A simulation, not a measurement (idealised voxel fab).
Process module under the name voxel released beams
The cross-section on display is named cut; it measures 300 nm wide, and its cells are 5 nm squares.
In this document a cross-section is written as a grid of square cells. It is given as a series of bands, listed from the top down, and a band is one or more rows of cells. The entry gives the band's vertical extent as a top height and a bottom height in nm, then its horizontal make-up as materials from left to right, each with a width in nm. "empty" stands for empty space; a single material marked "full width" fills the band edge to edge. Convention: height 0 is the level below which the wafer, as received, is all one material. The lowest band does not terminate at the bottom but continues downward, represented as "z 0 and below". The expression "30 to 40" gives the width at the extremes of the band, the first number at its top row of cells and the second at its bottom row, with the width changing by equal amounts from each row to the next in between. Where a step carries "stayed the same", the cross-section came out of it unchanged, cell for cell. So "Voids lacking openings" is basically the list of trapped voids: any empty space of 8 cells or more that can't reach the top through an opening. They're written width x height at distance, the distance being from the left edge, and it's all nm. On a step's line, text after the settings is the simulator commenting on that step. The setting "overlay nm" may be written on the line of a step. When the step uses a mask, the value reports how far to the right of the planned place the mask lay, and a negative value reports that it lay to the left.

PROCESS STEPS (PLANNED)
step 1: RECEIVE [material Si]
step 2: CONFORMAL_DEP [material Al2O3] [thk nm 10]
step 3: DIRECTIONAL_DEP [material SiO2] [thk nm 15]
step 4: MASKED_ETCH [tone open] [mask id ANCHOR] [width nm 35] [etch materials SiO2] [depth nm 15] [overlay nm 0]
step 5: CONFORMAL_DEP [material W] [thk nm 10]
step 6: PATTERN [tone cover] [mask id BEAM] [material resist] [width nm 100] [thk nm 20] [overlay nm 0]
step 7: DIRECTIONAL_ETCH [etch materials W] [depth nm 10]
step 8: STRIP [etch materials resist]
step 9: STRIP [etch materials SiO2]

THE FIRST OF A SET OF TWO WAFERS, RUN TO PLAN

CROSS-SECTION, INCOMING MATERIAL, AFTER STEP 1
	z 0 and below = Si full width
	Voids lacking openings: none

STATE OF THE WAFER AFTER STEP 2, SHOWN IN CROSS-SECTION
	z 10 to 0 = Al2O3 full width
	below 0: unchanged

STATE OF THE WAFER AFTER STEP 3, SHOWN IN CROSS-SECTION
	z 25 to 10 = SiO2 full width
	below 10: unchanged

STATE OF THE WAFER AFTER STEP 4, SHOWN IN CROSS-SECTION
	z 25 to 10 = 100 SiO2, 35 empty, 165 SiO2
	below 10: unchanged

STATE OF THE WAFER AFTER STEP 5, SHOWN IN CROSS-SECTION
	z 35 to 25 = 110 W, 15 empty, 175 W
	z 25 to 20 = 100 SiO2, 10 W, 15 empty, 10 W, 165 SiO2
	z 20 to 10 = 100 SiO2, 35 W, 165 SiO2
	below 10: unchanged

STATE OF THE WAFER AFTER STEP 6, SHOWN IN CROSS-SECTION
	z 55 to 35 = 95 empty, 100 resist, 105 empty
	z 35 to 25 = 110 W, 15 resist, 175 W
	z 25 to 20 = 100 SiO2, 10 W, 15 resist, 10 W, 165 SiO2
	below 20: unchanged

STATE OF THE WAFER AFTER STEP 7, SHOWN IN CROSS-SECTION
	z 55 to 35 = 95 empty, 100 resist, 105 empty
	z 35 to 25 = 95 empty, 15 W, 15 resist, 70 W, 105 empty
	below 25: unchanged

STATE OF THE WAFER AFTER STEP 8, SHOWN IN CROSS-SECTION
	z 35 to 25 = 95 empty, 15 W, 15 empty, 70 W, 105 empty
	z 25 to 20 = 100 SiO2, 10 W, 15 empty, 10 W, 165 SiO2
	below 20: unchanged

STATE OF THE WAFER AFTER STEP 9, SHOWN IN CROSS-SECTION
	z 35 to 25 = 95 empty, 15 W, 15 empty, 70 W, 105 empty
	z 25 to 20 = 100 empty, 10 W, 15 empty, 10 W, 165 empty
	z 20 to 10 = 100 empty, 35 W, 165 empty
	below 10: unchanged

COMPANION WAFER, THE SECOND OF TWO: SAME BEGINNING, SAME INTENDED SEQUENCE, ONE MISTAKE IN CARRYING IT OUT; THROUGH STEP 1 INCLUSIVE IT TRACKS THE FIRST EXACTLY

Cross-section of the second wafer when, according to plan, step 2 should have finished: stayed the same

CROSS-SECTION OF THE SECOND WAFER WHEN, ACCORDING TO PLAN, STEP 3 SHOULD HAVE FINISHED
	z 15 to 0 = SiO2 full width
	below 0: unchanged

CROSS-SECTION OF THE SECOND WAFER WHEN, ACCORDING TO PLAN, STEP 4 SHOULD HAVE FINISHED
	z 15 to 0 = 100 SiO2, 35 empty, 165 SiO2
	below 0: unchanged

CROSS-SECTION OF THE SECOND WAFER WHEN, ACCORDING TO PLAN, STEP 5 SHOULD HAVE FINISHED
	z 25 to 15 = 110 W, 15 empty, 175 W
	z 15 to 10 = 100 SiO2, 10 W, 15 empty, 10 W, 165 SiO2
	z 10 to 0 = 100 SiO2, 35 W, 165 SiO2
	below 0: unchanged

CROSS-SECTION OF THE SECOND WAFER WHEN, ACCORDING TO PLAN, STEP 6 SHOULD HAVE FINISHED
	z 45 to 25 = 95 empty, 100 resist, 105 empty
	z 25 to 15 = 110 W, 15 resist, 175 W
	z 15 to 10 = 100 SiO2, 10 W, 15 resist, 10 W, 165 SiO2
	below 10: unchanged

CROSS-SECTION OF THE SECOND WAFER WHEN, ACCORDING TO PLAN, STEP 7 SHOULD HAVE FINISHED
	z 45 to 25 = 95 empty, 100 resist, 105 empty
	z 25 to 15 = 95 empty, 15 W, 15 resist, 70 W, 105 empty
	below 15: unchanged

CROSS-SECTION OF THE SECOND WAFER WHEN, ACCORDING TO PLAN, STEP 8 SHOULD HAVE FINISHED
	z 25 to 15 = 95 empty, 15 W, 15 empty, 70 W, 105 empty
	z 15 to 10 = 100 SiO2, 10 W, 15 empty, 10 W, 165 SiO2
	below 10: unchanged

CROSS-SECTION OF THE SECOND WAFER WHEN, ACCORDING TO PLAN, STEP 9 SHOULD HAVE FINISHED
	z 25 to 15 = 95 empty, 15 W, 15 empty, 70 W, 105 empty
	z 15 to 10 = 100 empty, 10 W, 15 empty, 10 W, 165 empty
	z 10 to 0 = 100 empty, 35 W, 165 empty
	below 0: unchanged
In executing the process, a mistake was made relative to the plan: plan step 2 never ran because it was skipped
Upon completion, the second wafer contains, in terms of cells, a greater or smaller amount of certain materials than the first wafer: Al2O3 -120
